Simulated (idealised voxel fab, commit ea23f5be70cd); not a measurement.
You're looking at the process module voxel self aligned contacts.
Cross-sectional view cut (width: 260 nm; square cell size: 5 nm).
Cross-section layout: square cells on a grid; listed as bands, top to bottom; a band spans one or more cell rows.
Quick guide to a band line: top height, bottom height (nm) up front; then every material left to right with its width in nm. Only one material and it's marked "everywhere"? Then it fills the band edge to edge. And "empty" just means empty space.
Heads up on the height convention: 0 is the point under which the incoming wafer is all one material, and the lowest band has no bottom, it just keeps going down, like "from 0 down".
A two-number width, for instance "30->40", indicates that the width is equal to the first number in the top row of the band and to the second number in the bottom row, and that it changes by a constant amount per row of cells.
Take "identical to before" at face value: in the step it is given for, the cross-section changed in none of its cells.
"Cavities, closed" means: voids of 8 cells or more that are shut off from the top with no open way through. Written width x height at distance, distance from the left edge, in nm.
The remark found on a step's line after its settings is issued by the simulator itself and pertains to that step.
"overlay nm", when on a step's line for a step with a mask, measures how far to the right of its planned place the mask lay; a negative measure means to the left.

## The following list gives the planned process steps
1: RECEIVE: material Si
2: CONFORMAL_DEP: material SiO2, thk nm 5
3: DIRECTIONAL_DEP: material polySi, thk nm 20
4: DIRECTIONAL_DEP: material SiN, thk nm 20
5: DIRECTIONAL_DEP: material aC, thk nm 10
6: PATTERN: tone cover, mask id GATE, material resist, width nm 30, pitch nm 70, thk nm 25, overlay nm 0
7: DIRECTIONAL_ETCH: etch materials aC, depth nm 10
8: STRIP: etch materials resist
9: DIRECTIONAL_ETCH: etch materials SiN, depth nm 20
10: DIRECTIONAL_ETCH: etch materials polySi, depth nm 20
11: STRIP: etch materials aC
12: CONFORMAL_DEP: material SiN, thk nm 10
13: DIRECTIONAL_ETCH: etch materials SiN, depth nm 10
14: FILL_DEP: material SiO2, thk nm 20
15: CMP: height nm 55
16: MASKED_ETCH: tone open, mask id CONTACT, width nm 50, pitch nm 70, etch materials SiO2, depth nm 55, overlay nm 0
17: CONFORMAL_DEP: material TiN, thk nm 5
18: FILL_DEP: material W, thk nm 5
19: CMP: height nm 55
20: CONFORMAL_DEP: material SiN, thk nm 5

## As-received wafer cross-section (after step 1)
* from 0 down | Si everywhere
* Cavities, closed: none

## Cross-section, first of two wafers, end of module, run as planned
* from 60 to 55 | SiN everywhere
* from 55 to 45 | 70 of SiO2  5->20 of TiN  40->10 of W  5->20 of TiN  20 of SiO2  5->20 of TiN  40->10 of W  5->20 of TiN  70 of SiO2
* from 45 to 25 | 35 of SiO2  50 of SiN  5 of TiN  10 of W  5 of TiN  50 of SiN  5 of TiN  10 of W  5 of TiN  50 of SiN  35 of SiO2
* from 25 to 5 | 35 of SiO2  10 of SiN  30 of polySi  10 of SiN  5 of TiN  10 of W  5 of TiN  10 of SiN  30 of polySi  10 of SiN  5 of TiN  10 of W  5 of TiN  10 of SiN  30 of polySi  10 of SiN  35 of SiO2
* from 5 to 0 | 85 of SiO2  20 of TiN  50 of SiO2  20 of TiN  85 of SiO2
* from 0 down | Si everywhere
* Cavities, closed: none

## Cross-section, wafer two of two, end of module: same start and plan as wafer one, one error in execution
* from 60 to 55 | SiN everywhere
* from 55 to 45 | 70 of SiO2  5->20 of TiN  40->10 of W  5->20 of TiN  20 of SiO2  5->20 of TiN  40->10 of W  5->20 of TiN  70 of SiO2
* from 45 to 25 | 35 of SiO2  50 of SiN  5 of TiN  10 of W  5 of TiN  50 of SiN  5 of TiN  10 of W  5 of TiN  50 of SiN  35 of SiO2
* from 25 to 20 | 85 of SiO2  20 of TiN  50 of SiO2  20 of TiN  85 of SiO2
* from 20 to 0 | polySi everywhere
* from 0 down | Si everywhere
* Cavities, closed: none
What went wrong in running the wafer? the run placed steps 2 and 3 each in the position the plan gave to the other
Final comparison by cell count, materials where the second wafer has more or fewer than the first: 48 fewer of SiN | 56 fewer of SiO2 | 16 fewer of TiN | 16 fewer of W | 136 more of polySi
